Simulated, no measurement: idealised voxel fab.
This is a process module. Its name is voxel wiring stack.
The cross-section on display is named cut; it measures 190 nm wide, and its cells are 5 nm squares.
Cross-section, as written here: a square-cell grid given band by band from the top down, where a band holds one or more rows of cells. A band entry consists of two parts. The first gives the height of the band's top and the height of its bottom, in nm. The rest lists the band's materials from left to right, each with its width in nm. A single material labelled with the word "full width" fills the band from edge to edge, and the word "blank" marks empty space. Note: height 0 marks the level under which the wafer is uniformly one material as received. Lowest band unbounded below, written "0 nm and below". Quick explanation for "30 to 40": the width changes in equal steps down the rows of cells, from the first number in the band's top row to the second number in its bottom row. "remained the same" means the step left every cell of the cross-section as it was. The entry titled "Enclosed cavities" provides the empty spaces that have no open way to the top, restricted to those of 8 cells or more. Each is presented as width x height at distance, the distance being measured from the left edge, with all three in nm. Step line, after settings: the simulator's comment on this step. On any step carrying a mask, the "overlay nm" setting, if present on the step's line, tells how far right of its planned place the mask lay; negative values point to the left.

So here's the lineup of process steps we planned
- 1: RECEIVE,material Si
- 2: CONFORMAL_DEP,material SiO2,thk nm 10
- 3: CONFORMAL_DEP,material SiN,thk nm 5
- 4: DIRECTIONAL_DEP,material lowk,thk nm 15
- 5: DIRECTIONAL_DEP,material aC,thk nm 10
- 6: PATTERN,tone open,mask id METAL_1,material resist,width nm 25,pitch nm 50,thk nm 30,overlay nm 0
- 7: DIRECTIONAL_ETCH,etch materials aC,depth nm 5
- 8: STRIP,etch materials resist
- 9: DIRECTIONAL_ETCH,etch materials lowk,depth nm 15
- 10: DIRECTIONAL_ETCH,etch materials SiN,depth nm 5
- 11: STRIP,etch materials aC
- 12: CONFORMAL_DEP,material TiN,thk nm 5
- 13: FILL_DEP,material Cu,thk nm 5
- 14: CMP,height nm 30
- 15: EPI,material Ru,thk nm 5
- 16: FILL_DEP,material SiCN,thk nm 5
- 17: DIRECTIONAL_DEP,material SiO2,thk nm 25
- 18: DIRECTIONAL_DEP,material aC,thk nm 15
- 19: PATTERN,tone open,mask id METAL_2,material resist,width nm 25,pitch nm 50,thk nm 30,overlay nm 0
- 20: DIRECTIONAL_ETCH,etch materials aC,depth nm 15
- 21: STRIP,etch materials resist
- 22: DIRECTIONAL_ETCH,etch materials SiO2,depth nm 15
- 23: STRIP,etch materials aC
- 24: MASKED_ETCH,tone open,mask id METAL_2_HOLES,width nm 15,etch materials SiO2,depth nm 10,overlay nm 0
- 25: MASKED_ETCH,tone open,mask id METAL_2_HOLES,width nm 15,etch materials SiCN,depth nm 5,overlay nm 0
- 26: CONFORMAL_DEP,material TiN,thk nm 5
- 27: FILL_DEP,material Cu,thk nm 5
- 28: CMP,height nm 65
- 29: CONFORMAL_DEP,material SiCN,thk nm 5
Every wafer here starts from the same state; it is the step 7 depth nm that distinguishes them, and the value the plan gives belongs to the first wafer.

After step 1, as received: first of several wafers, cross-section
	0 nm and below = Si full width
	Enclosed cavities: none

Below, a row for every wafer. Read it as the end-of-module picture: for each material the wafer shows its cells gained (+) or lost (-) since it was received, and then its closed voids
depth nm 5 | +21 Cu | +73 SiCN | +38 SiN | +230 SiO2 | +56 TiN | +114 lowk | Enclosed cavities: none
depth nm 10 | +33 Cu | +14 Ru | +97 SiCN | +28 SiN | +230 SiO2 | +46 TiN | +84 lowk | Enclosed cavities: none
depth nm 15 | +33 Cu | +14 Ru | +97 SiCN | +28 SiN | +230 SiO2 | +46 TiN | +84 lowk | Enclosed cavities: none
depth nm 20 | +33 Cu | +14 Ru | +97 SiCN | +28 SiN | +230 SiO2 | +46 TiN | +84 lowk | Enclosed cavities: none
depth nm 25 | +33 Cu | +14 Ru | +97 SiCN | +28 SiN | +230 SiO2 | +46 TiN | +84 lowk | Enclosed cavities: none
